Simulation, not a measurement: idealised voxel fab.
process module | voxel gate over fins
cross-section cut | 165 nm wide | cells 5 nm
A cross-section is a grid of square cells, given in bands from the top down. A band is one or more rows of cells.
Each band's line starts with the height of the band's top and of its bottom, in nm. Then come its materials from left to right, each with its width in nm. One material with "throughout" fills the band from edge to edge. "air" is empty space.
Height 0 is the level under which the wafer as received is all one material. The lowest band goes on downwards, as in "0 down".
A width such as "30 to 40" changes by the same amount from each row of cells to the next, from the band's top row to its bottom row.
"no change" after a step means that no cell of the cross-section changed.
closed voids: empty space of 8 cells or more with no open way to the top, each as width x height at its distance from the left edge, in nm
after a step's settings: what the simulator itself notes on the step
overlay nm, on a step with a mask: how far to the right of its planned place the mask lay; to the left if negative
Each pair below shows a cross-section before one step and the cross-section after it, down to the lowest band that changed. The line under each pair gives the step between them, with its settings. The pairs can come from different runs of this module on the same starting wafer, so a pair continues from the pair above only where its "before" says so.
before
  10 to 5: air 25 | TiN 35 | air 5 | TiN 35 | air 5 | TiN 35 | air 25
  5 to 0: air 25 | TiN 5 | HfO2 25 | TiN 5 | air 5 | TiN 5 | HfO2 25 | TiN 5 | air 5 | TiN 5 | HfO2 25 | TiN 5 | air 25
  0 to -20: air 25 | TiN 5 | HfO2 5 | SiO2 5 | Si 5 | SiO2 5 | HfO2 5 | TiN 5 | air 5 | TiN 5 | HfO2 5 | SiO2 5 | Si 5 | SiO2 5 | HfO2 5 | TiN 5 | air 5 | TiN 5 | HfO2 5 | SiO2 5 | Si 5 | SiO2 5 | HfO2 5 | TiN 5 | air 25
  -20 to -25: TiN 30 | HfO2 5 | SiO2 5 | Si 5 | SiO2 5 | HfO2 5 | TiN 15 | HfO2 5 | SiO2 5 | Si 5 | SiO2 5 | HfO2 5 | TiN 15 | HfO2 5 | SiO2 5 | Si 5 | SiO2 5 | HfO2 5 | TiN 30
  -25 to -30: HfO2 35 | SiO2 5 | Si 5 | SiO2 5 | HfO2 25 | SiO2 5 | Si 5 | SiO2 5 | HfO2 25 | SiO2 5 | Si 5 | SiO2 5 | HfO2 35
  -30 to -35: SiO2 40 | Si 5 | SiO2 35 | Si 5 | SiO2 35 | Si 5 | SiO2 40
  -35 down: Si throughout
  closed voids: none
after
  15 to 10: air 20 | TiAl 125 | air 20
  10 to 5: air 20 | TiAl 5 | TiN 35 | TiAl 5 | TiN 35 | TiAl 5 | TiN 35 | TiAl 5 | air 20
  5 to 0: air 20 | TiAl 5 | TiN 5 | HfO2 25 | TiN 5 | TiAl 5 | TiN 5 | HfO2 25 | TiN 5 | TiAl 5 | TiN 5 | HfO2 25 | TiN 5 | TiAl 5 | air 20
  0 to -15: air 20 | TiAl 5 | TiN 5 | HfO2 5 | SiO2 5 | Si 5 | SiO2 5 | HfO2 5 | TiN 5 | TiAl 5 | TiN 5 | HfO2 5 | SiO2 5 | Si 5 | SiO2 5 | HfO2 5 | TiN 5 | TiAl 5 | TiN 5 | HfO2 5 | SiO2 5 | Si 5 | SiO2 5 | HfO2 5 | TiN 5 | TiAl 5 | air 20
  -15 to -20: TiAl 25 | TiN 5 | HfO2 5 | SiO2 5 | Si 5 | SiO2 5 | HfO2 5 | TiN 5 | TiAl 5 | TiN 5 | HfO2 5 | SiO2 5 | Si 5 | SiO2 5 | HfO2 5 | TiN 5 | TiAl 5 | TiN 5 | HfO2 5 | SiO2 5 | Si 5 | SiO2 5 | HfO2 5 | TiN 5 | TiAl 25
  below -20: unchanged
  closed voids: none
the step between: op CONFORMAL_DEP | material TiAl | thk nm 5
before: the cross-section after the pair above
after
  20 to 15: air 15 | TiN 135 | air 15
  15 to 10: air 15 | TiN 5 | TiAl 125 | TiN 5 | air 15
  10 to 5: air 15 | TiN 5 | TiAl 5 | TiN 35 | TiAl 5 | TiN 35 | TiAl 5 | TiN 35 | TiAl 5 | TiN 5 | air 15
  5 to 0: air 15 | TiN 5 | TiAl 5 | TiN 5 | HfO2 25 | TiN 5 | TiAl 5 | TiN 5 | HfO2 25 | TiN 5 | TiAl 5 | TiN 5 | HfO2 25 | TiN 5 | TiAl 5 | TiN 5 | air 15
  0 to -10: air 15 | TiN 5 | TiAl 5 | TiN 5 | HfO2 5 | SiO2 5 | Si 5 | SiO2 5 | HfO2 5 | TiN 5 | TiAl 5 | TiN 5 | HfO2 5 | SiO2 5 | Si 5 | SiO2 5 | HfO2 5 | TiN 5 | TiAl 5 | TiN 5 | HfO2 5 | SiO2 5 | Si 5 | SiO2 5 | HfO2 5 | TiN 5 | TiAl 5 | TiN 5 | air 15
  -10 to -15: TiN 20 | TiAl 5 | TiN 5 | HfO2 5 | SiO2 5 | Si 5 | SiO2 5 | HfO2 5 | TiN 5 | TiAl 5 | TiN 5 | HfO2 5 | SiO2 5 | Si 5 | SiO2 5 | HfO2 5 | TiN 5 | TiAl 5 | TiN 5 | HfO2 5 | SiO2 5 | Si 5 | SiO2 5 | HfO2 5 | TiN 5 | TiAl 5 | TiN 20
  below -15: unchanged
  closed voids: none
the step between: op CONFORMAL_DEP | material TiN | thk nm 5
before: the cross-section after the pair above
after
  30 to 20: W throughout
  20 to 15: W 15 | TiN 135 | W 15
  15 to 10: W 15 | TiN 5 | TiAl 125 | TiN 5 | W 15
  10 to 5: W 15 | TiN 5 | TiAl 5 | TiN 35 | TiAl 5 | TiN 35 | TiAl 5 | TiN 35 | TiAl 5 | TiN 5 | W 15
  5 to 0: W 15 | TiN 5 | TiAl 5 | TiN 5 | HfO2 25 | TiN 5 | TiAl 5 | TiN 5 | HfO2 25 | TiN 5 | TiAl 5 | TiN 5 | HfO2 25 | TiN 5 | TiAl 5 | TiN 5 | W 15
  0 to -10: W 15 | TiN 5 | TiAl 5 | TiN 5 | HfO2 5 | SiO2 5 | Si 5 | SiO2 5 | HfO2 5 | TiN 5 | TiAl 5 | TiN 5 | HfO2 5 | SiO2 5 | Si 5 | SiO2 5 | HfO2 5 | TiN 5 | TiAl 5 | TiN 5 | HfO2 5 | SiO2 5 | Si 5 | SiO2 5 | HfO2 5 | TiN 5 | TiAl 5 | TiN 5 | W 15
  below -10: unchanged
  closed voids: none
the step between: op FILL_DEP | material W | thk nm 10
before: the cross-section after the pair above
after
  25 to 20: W throughout
  below 20: unchanged
  closed voids: none
the step between: op CMP | height nm 25
before: the cross-section after the pair above
after
  35 to 25: SiN throughout
  below 25: unchanged
  closed voids: none
the step between: op CONFORMAL_DEP | material SiN | thk nm 10
before
  5 to 0: SiN throughout
  0 down: Si throughout
  closed voids: none
after
  5 to 0: SiN 35 | air 15 | SiN 25 | air 15 | SiN 25 | air 15 | SiN 35
  below 0: unchanged
  closed voids: none
the step between: op MASKED_ETCH | tone open | mask id FINS | width nm 15 | pitch nm 40 | etch materials SiN | depth nm 5 | overlay nm 0
before: the cross-section after the pair above
after
  5 to 0: SiN 35 | air 15 | SiN 25 | air 15 | SiN 25 | air 15 | SiN 35
  0 to -5: Si 30 | SiO2 25 | Si 15 | SiO2 25 | Si 15 | SiO2 25 | Si 30
  below -5: unchanged
  closed voids: none
the step between: op OXIDIZE | depth nm 5
before: the cross-section after the pair above
after
  15 to 5: SiO2 throughout
  5 to 0: SiN 35 | SiO2 15 | SiN 25 | SiO2 15 | SiN 25 | SiO2 15 | SiN 35
  below 0: unchanged
  closed voids: none
the step between: op FILL_DEP | material SiO2 | thk nm 10
before: the cross-section after the pair above
after
  5 to 0: SiN 35 | SiO2 15 | SiN 25 | SiO2 15 | SiN 25 | SiO2 15 | SiN 35
  below 0: unchanged
  closed voids: none
the step between: op CMP | height nm 5
before: the cross-section after the pair above
after
  5 to 0: SiN 35 | air 15 | SiN 25 | air 15 | SiN 25 | air 15 | SiN 35
  0 to -5: Si 30 | air 25 | Si 15 | air 25 | Si 15 | air 25 | Si 30
  below -5: unchanged
  closed voids: none
the step between: op SELECTIVE_ETCH | etch materials SiO2 | depth nm 15
before: the cross-section after the pair above
after
  0 to -5: Si 30 | air 25 | Si 15 | air 25 | Si 15 | air 25 | Si 30
  below -5: unchanged
  closed voids: none
the step between: op STRIP | etch materials SiN
before: the cross-section after the pair above
after
  5 to 0: HfO2 35 | air 15 | HfO2 25 | air 15 | HfO2 25 | air 15 | HfO2 35
  0 to -5: Si 30 | HfO2 25 | Si 15 | HfO2 25 | Si 15 | HfO2 25 | Si 30
  below -5: unchanged
  closed voids: none
the step between: op CONFORMAL_DEP | material HfO2 | thk nm 5
before: the cross-section after the pair above
after
  10 to 5: TiN 40 | air 5 | TiN 35 | air 5 | TiN 35 | air 5 | TiN 40
  5 to 0: HfO2 35 | TiN 15 | HfO2 25 | TiN 15 | HfO2 25 | TiN 15 | HfO2 35
  below 0: unchanged
  closed voids: none
the step between: op CONFORMAL_DEP | material TiN | thk nm 5
before: the cross-section after the pair above
after
  15 to 10: TiAl throughout
  10 to 5: TiN 40 | TiAl 5 | TiN 35 | TiAl 5 | TiN 35 | TiAl 5 | TiN 40
  below 5: unchanged
  closed voids: none
the step between: op CONFORMAL_DEP | material TiAl | thk nm 5
before: the cross-section after the pair above
after
  20 to 15: TiN throughout
  below 15: unchanged
  closed voids: none
the step between: op CONFORMAL_DEP | material TiN | thk nm 5
before: the cross-section after the pair above
after
  30 to 20: W throughout
  below 20: unchanged
  closed voids: none
the step between: op FILL_DEP | material W | thk nm 10
before: the cross-section after the pair above
after
  25 to 20: W throughout
  below 20: unchanged
  closed voids: none
the step between: op CMP | height nm 25
before: the cross-section after the pair above
after
  35 to 25: SiN throughout
  below 25: unchanged
  closed voids: none
the step between: op CONFORMAL_DEP | material SiN | thk nm 10
